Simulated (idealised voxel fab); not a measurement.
Process module heading - voxel spacer lines
Xsec cut, 160 nm wide, square cell size 5 nm.
In this document a cross-section is written as a grid of square cells. It is given as a series of bands, listed from the top down, and a band is one or more rows of cells. Heads up on the band format: heights come first, top then bottom, in nm. After that it's the materials left to right, each with its width in nm. A single material flagged "edge to edge" fills the whole band edge to edge, and "air" means there's empty space there. The reference from which all heights are counted is 0, the level beneath which the as-received wafer is entirely one material; the lowest band, having no lower bound, proceeds downward and is written after the example "0 and below". Read "30..40" as a graded width: first number on top, second number at the bottom, same change between each pair of neighbouring rows. What does "no change" mean for a step? It means no cell of the cross-section changed in that step. Heads up: "Closed void register" only lists the empty pockets with no open path to the top that are 8 cells or more, and it writes them as width x height at distance, distance from the left edge, in nm. If you see something after the settings on a step's line, that's the simulator's own remark about that step. The optional step-line setting "overlay nm" applies to steps with a mask and quantifies how far to the right of its planned location the mask lay, a negative value indicating leftward placement.

-- The steps planned for the process are as follows
| 1 | RECEIVE,material Si |
| 2 | CONFORMAL_DEP,material Al2O3,thk nm 5 |
| 3 | DIRECTIONAL_DEP,material TiN,thk nm 15 |
| 4 | DIRECTIONAL_DEP,material polySi,thk nm 20 |
| 5 | PATTERN,tone cover,mask id MANDREL,material resist,width nm 25,pitch nm 80,thk nm 30,overlay nm 0 |
| 6 | DIRECTIONAL_ETCH,etch materials polySi,depth nm 20 |
| 7 | STRIP,etch materials resist |
| 8 | CONFORMAL_DEP,material SiO2,thk nm 15 |
| 9 | DIRECTIONAL_ETCH,etch materials SiO2,depth nm 15 |
| 10 | STRIP,etch materials polySi |
| 11 | DIRECTIONAL_ETCH,etch materials TiN,depth nm 15 |
| 12 | STRIP,etch materials SiO2 |
| 13 | FILL_DEP,material lowk,thk nm 10 |
| 14 | CMP,height nm 20 |

-- First wafer out of two, processed as planned

-- Shown in cross-section is the wafer as received, that is, as it stands after step 1
  0 and below: Si edge to edge
  Closed void register: none

-- Cross-section: wafer state after step 2
  5 down to 0: Al2O3 edge to edge
  For the remainder of the cross-section, below 0, there is no change.

-- Cross-section: wafer state after step 3
  20 down to 5: TiN edge to edge
  For the remainder of the cross-section, below 5, there is no change.

-- Cross-section: wafer state after step 4
  40 down to 20: polySi edge to edge
  For the remainder of the cross-section, below 20, there is no change.

-- Cross-section: wafer state after step 5
  70 down to 40: air 25 nm, then resist 25 nm, then air 55 nm, then resist 25 nm, then air 30 nm
  For the remainder of the cross-section, below 40, there is no change.

-- Cross-section: wafer state after step 6
  70 down to 40: air 25 nm, then resist 25 nm, then air 55 nm, then resist 25 nm, then air 30 nm
  40 down to 20: air 25 nm, then polySi 25 nm, then air 55 nm, then polySi 25 nm, then air 30 nm
  For the remainder of the cross-section, below 20, there is no change.

-- Cross-section: wafer state after step 7
  40 down to 20: air 25 nm, then polySi 25 nm, then air 55 nm, then polySi 25 nm, then air 30 nm
  For the remainder of the cross-section, below 20, there is no change.

-- Cross-section: wafer state after step 8
  55 down to 40: air 10 nm, then SiO2 55 nm, then air 25 nm, then SiO2 55 nm, then air 15 nm
  40 down to 35: air 10 nm, then SiO2 15 nm, then polySi 25 nm, then SiO2 15 nm, then air 25 nm, then SiO2 15 nm, then polySi 25 nm, then SiO2 15 nm, then air 15 nm
  35 down to 20: SiO2 25 nm, then polySi 25 nm, then SiO2 55 nm, then polySi 25 nm, then SiO2 30 nm
  For the remainder of the cross-section, below 20, there is no change.

-- Cross-section: wafer state after step 9
  40 down to 20: air 10 nm, then SiO2 15 nm, then polySi 25 nm, then SiO2 15 nm, then air 25 nm, then SiO2 15 nm, then polySi 25 nm, then SiO2 15 nm, then air 15 nm
  For the remainder of the cross-section, below 20, there is no change.

-- Cross-section: wafer state after step 10
  40 down to 20: air 10 nm, then SiO2 15 nm, then air 25 nm, then SiO2 15 nm, then air 25 nm, then SiO2 15 nm, then air 25 nm, then SiO2 15 nm, then air 15 nm
  For the remainder of the cross-section, below 20, there is no change.

-- Cross-section: wafer state after step 11
  40 down to 20: air 10 nm, then SiO2 15 nm, then air 25 nm, then SiO2 15 nm, then air 25 nm, then SiO2 15 nm, then air 25 nm, then SiO2 15 nm, then air 15 nm
  20 down to 5: air 10 nm, then TiN 15 nm, then air 25 nm, then TiN 15 nm, then air 25 nm, then TiN 15 nm, then air 25 nm, then TiN 15 nm, then air 15 nm
  For the remainder of the cross-section, below 5, there is no change.

-- Cross-section: wafer state after step 12
  20 down to 5: air 10 nm, then TiN 15 nm, then air 25 nm, then TiN 15 nm, then air 25 nm, then TiN 15 nm, then air 25 nm, then TiN 15 nm, then air 15 nm
  For the remainder of the cross-section, below 5, there is no change.

-- Cross-section: wafer state after step 13
  30 down to 20: lowk edge to edge
  20 down to 5: lowk 10 nm, then TiN 15 nm, then lowk 25 nm, then TiN 15 nm, then lowk 25 nm, then TiN 15 nm, then lowk 25 nm, then TiN 15 nm, then lowk 15 nm
  For the remainder of the cross-section, below 5, there is no change.

-- Cross-section: wafer state after step 14
  20 down to 5: lowk 10 nm, then TiN 15 nm, then lowk 25 nm, then TiN 15 nm, then lowk 25 nm, then TiN 15 nm, then lowk 25 nm, then TiN 15 nm, then lowk 15 nm
  For the remainder of the cross-section, below 5, there is no change.

-- Second wafer. Start and plan as for the first. One mistake made in running. Agrees with the first up to and including step 4

-- Second wafer shown in cross-section at the time step 5 was slated to end
  70 down to 40: air 25 nm, then resist 30 nm, then air 50 nm, then resist 30 nm, then air 25 nm
  For the remainder of the cross-section, below 40, there is no change.

-- Second wafer shown in cross-section at the time step 6 was slated to end
  70 down to 40: air 25 nm, then resist 30 nm, then air 50 nm, then resist 30 nm, then air 25 nm
  40 down to 20: air 25 nm, then polySi 30 nm, then air 50 nm, then polySi 30 nm, then air 25 nm
  For the remainder of the cross-section, below 20, there is no change.

-- Second wafer shown in cross-section at the time step 7 was slated to end
  40 down to 20: air 25 nm, then polySi 30 nm, then air 50 nm, then polySi 30 nm, then air 25 nm
  For the remainder of the cross-section, below 20, there is no change.

-- Second wafer shown in cross-section at the time step 8 was slated to end
  55 down to 40: air 10 nm, then SiO2 60 nm, then air 20 nm, then SiO2 60 nm, then air 10 nm
  40 down to 35: air 10 nm, then SiO2 15 nm, then polySi 30 nm, then SiO2 15 nm, then air 20 nm, then SiO2 15 nm, then polySi 30 nm, then SiO2 15 nm, then air 10 nm
  35 down to 20: SiO2 25 nm, then polySi 30 nm, then SiO2 50 nm, then polySi 30 nm, then SiO2 25 nm
  For the remainder of the cross-section, below 20, there is no change.

-- Second wafer shown in cross-section at the time step 9 was slated to end
  40 down to 20: air 10 nm, then SiO2 15 nm, then polySi 30 nm, then SiO2 15 nm, then air 20 nm, then SiO2 15 nm, then polySi 30 nm, then SiO2 15 nm, then air 10 nm
  For the remainder of the cross-section, below 20, there is no change.

-- Second wafer shown in cross-section at the time step 10 was slated to end
  40 down to 20: air 10 nm, then SiO2 15 nm, then air 30 nm, then SiO2 15 nm, then air 20 nm, then SiO2 15 nm, then air 30 nm, then SiO2 15 nm, then air 10 nm
  For the remainder of the cross-section, below 20, there is no change.

-- Second wafer shown in cross-section at the time step 11 was slated to end
  40 down to 20: air 10 nm, then SiO2 15 nm, then air 30 nm, then SiO2 15 nm, then air 20 nm, then SiO2 15 nm, then air 30 nm, then SiO2 15 nm, then air 10 nm
  20 down to 5: air 10 nm, then TiN 15 nm, then air 30 nm, then TiN 15 nm, then air 20 nm, then TiN 15 nm, then air 30 nm, then TiN 15 nm, then air 10 nm
  For the remainder of the cross-section, below 5, there is no change.

-- Second wafer shown in cross-section at the time step 12 was slated to end
  20 down to 5: air 10 nm, then TiN 15 nm, then air 30 nm, then TiN 15 nm, then air 20 nm, then TiN 15 nm, then air 30 nm, then TiN 15 nm, then air 10 nm
  For the remainder of the cross-section, below 5, there is no change.

-- Second wafer shown in cross-section at the time step 13 was slated to end
  30 down to 20: lowk edge to edge
  20 down to 5: lowk 10 nm, then TiN 15 nm, then lowk 30 nm, then TiN 15 nm, then lowk 20 nm, then TiN 15 nm, then lowk 30 nm, then TiN 15 nm, then lowk 10 nm
  For the remainder of the cross-section, below 5, there is no change.

-- Second wafer shown in cross-section at the time step 14 was slated to end
  20 down to 5: lowk 10 nm, then TiN 15 nm, then lowk 30 nm, then TiN 15 nm, then lowk 20 nm, then TiN 15 nm, then lowk 30 nm, then TiN 15 nm, then lowk 10 nm
  For the remainder of the cross-section, below 5, there is no change.
Plan not followed: step 5 was processed under conditions differing from the plan, specifically as PATTERN,tone cover,mask id MANDREL,material resist,width nm 30,pitch nm 80,thk nm 30,overlay nm 0
Heads up: at the end the two wafers have identical cell counts per material, they're just laid out differently.
